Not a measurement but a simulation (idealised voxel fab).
process module | voxel trench capacitor
cross-section cut | 245 nm wide | cells 5 nm
A cross-section is a grid of square cells, given in bands from the top down. A band is one or more rows of cells.
Each band's line starts with the height of the band's top and of its bottom, in nm. Then come its materials from left to right, each with its width in nm. One material with "throughout" fills the band from edge to edge. "air" is empty space.
Height 0 is the level under which the wafer as received is all one material. The lowest band goes on downwards, as in "0 down".
A width such as "30 to 40" changes by the same amount from each row of cells to the next, from the band's top row to its bottom row.
"no change" after a step means that no cell of the cross-section changed.
closed voids: empty space of 8 cells or more with no open way to the top, each as width x height at its distance from the left edge, in nm
after a step's settings: what the simulator itself notes on the step
overlay nm, on a step with a mask: how far to the right of its planned place the mask lay; to the left if negative
plan
1 op RECEIVE | material Si
2 op CONFORMAL_DEP | material SiN | thk nm 5
3 op PATTERN | tone open | mask id TRENCH | material resist | width nm 25 | pitch nm 40 | thk nm 20 | overlay nm 0
4 op DIRECTIONAL_ETCH | etch materials SiN | depth nm 5
5 op DIRECTIONAL_ETCH | etch materials Si | depth nm 40
6 op STRIP | etch materials resist
7 op CONFORMAL_DEP | material Al2O3 | thk nm 5
8 op CONFORMAL_DEP | material TiN | thk nm 5
9 op FILL_DEP | material W | thk nm 10
10 op CMP | height nm 5
first wafer, as planned
as received, after step 1
  0 down: Si throughout
  closed voids: none
after step 2
  5 to 0: SiN throughout
  below 0: unchanged
after step 3
  25 to 5: resist 70 | air 25 | resist 15 | air 25 | resist 15 | air 25 | resist 70
  below 5: unchanged
after step 4
  25 to 5: resist 70 | air 25 | resist 15 | air 25 | resist 15 | air 25 | resist 70
  5 to 0: SiN 70 | air 25 | SiN 15 | air 25 | SiN 15 | air 25 | SiN 70
  below 0: unchanged
after step 5
  25 to 5: resist 70 | air 25 | resist 15 | air 25 | resist 15 | air 25 | resist 70
  5 to 0: SiN 70 | air 25 | SiN 15 | air 25 | SiN 15 | air 25 | SiN 70
  0 to -40: Si 70 | air 25 | Si 15 | air 25 | Si 15 | air 25 | Si 70
  below -40: unchanged
after step 6
  5 to 0: SiN 70 | air 25 | SiN 15 | air 25 | SiN 15 | air 25 | SiN 70
  below 0: unchanged
after step 7
  10 to 5: Al2O3 75 | air 15 | Al2O3 25 | air 15 | Al2O3 25 | air 15 | Al2O3 75
  5 to 0: SiN 70 | Al2O3 5 | air 15 | Al2O3 5 | SiN 15 | Al2O3 5 | air 15 | Al2O3 5 | SiN 15 | Al2O3 5 | air 15 | Al2O3 5 | SiN 70
  0 to -35: Si 70 | Al2O3 5 | air 15 | Al2O3 5 | Si 15 | Al2O3 5 | air 15 | Al2O3 5 | Si 15 | Al2O3 5 | air 15 | Al2O3 5 | Si 70
  -35 to -40: Si 70 | Al2O3 25 | Si 15 | Al2O3 25 | Si 15 | Al2O3 25 | Si 70
  below -40: unchanged
after step 8
  15 to 10: TiN 80 | air 5 | TiN 35 | air 5 | TiN 35 | air 5 | TiN 80
  10 to 5: Al2O3 75 | TiN 5 | air 5 | TiN 5 | Al2O3 25 | TiN 5 | air 5 | TiN 5 | Al2O3 25 | TiN 5 | air 5 | TiN 5 | Al2O3 75
  5 to 0: SiN 70 | Al2O3 5 | TiN 5 | air 5 | TiN 5 | Al2O3 5 | SiN 15 | Al2O3 5 | TiN 5 | air 5 | TiN 5 | Al2O3 5 | SiN 15 | Al2O3 5 | TiN 5 | air 5 | TiN 5 | Al2O3 5 | SiN 70
  0 to -30: Si 70 | Al2O3 5 | TiN 5 | air 5 | TiN 5 | Al2O3 5 | Si 15 | Al2O3 5 | TiN 5 | air 5 | TiN 5 | Al2O3 5 | Si 15 | Al2O3 5 | TiN 5 | air 5 | TiN 5 | Al2O3 5 | Si 70
  -30 to -35: Si 70 | Al2O3 5 | TiN 15 | Al2O3 5 | Si 15 | Al2O3 5 | TiN 15 | Al2O3 5 | Si 15 | Al2O3 5 | TiN 15 | Al2O3 5 | Si 70
  below -35: unchanged
after step 9
  25 to 15: W throughout
  15 to 10: TiN 80 | W 5 | TiN 35 | W 5 | TiN 35 | W 5 | TiN 80
  10 to 5: Al2O3 75 | TiN 5 | W 5 | TiN 5 | Al2O3 25 | TiN 5 | W 5 | TiN 5 | Al2O3 25 | TiN 5 | W 5 | TiN 5 | Al2O3 75
  5 to 0: SiN 70 | Al2O3 5 | TiN 5 | W 5 | TiN 5 | Al2O3 5 | SiN 15 | Al2O3 5 | TiN 5 | W 5 | TiN 5 | Al2O3 5 | SiN 15 | Al2O3 5 | TiN 5 | W 5 | TiN 5 | Al2O3 5 | SiN 70
  0 to -30: Si 70 | Al2O3 5 | TiN 5 | W 5 | TiN 5 | Al2O3 5 | Si 15 | Al2O3 5 | TiN 5 | W 5 | TiN 5 | Al2O3 5 | Si 15 | Al2O3 5 | TiN 5 | W 5 | TiN 5 | Al2O3 5 | Si 70
  below -30: unchanged
after step 10
  5 to 0: SiN 70 | Al2O3 5 | TiN 5 | W 5 | TiN 5 | Al2O3 5 | SiN 15 | Al2O3 5 | TiN 5 | W 5 | TiN 5 | Al2O3 5 | SiN 15 | Al2O3 5 | TiN 5 | W 5 | TiN 5 | Al2O3 5 | SiN 70
  below 0: unchanged
second wafer: like start, like plan, one mistake. Through step 9 it matches the first wafer
when step 10 should have ended: no change
what went wrong: step 10 was left out
at the end the second wafer has, in cells: 40 more of Al2O3 | 52 more of TiN | 104 more of W
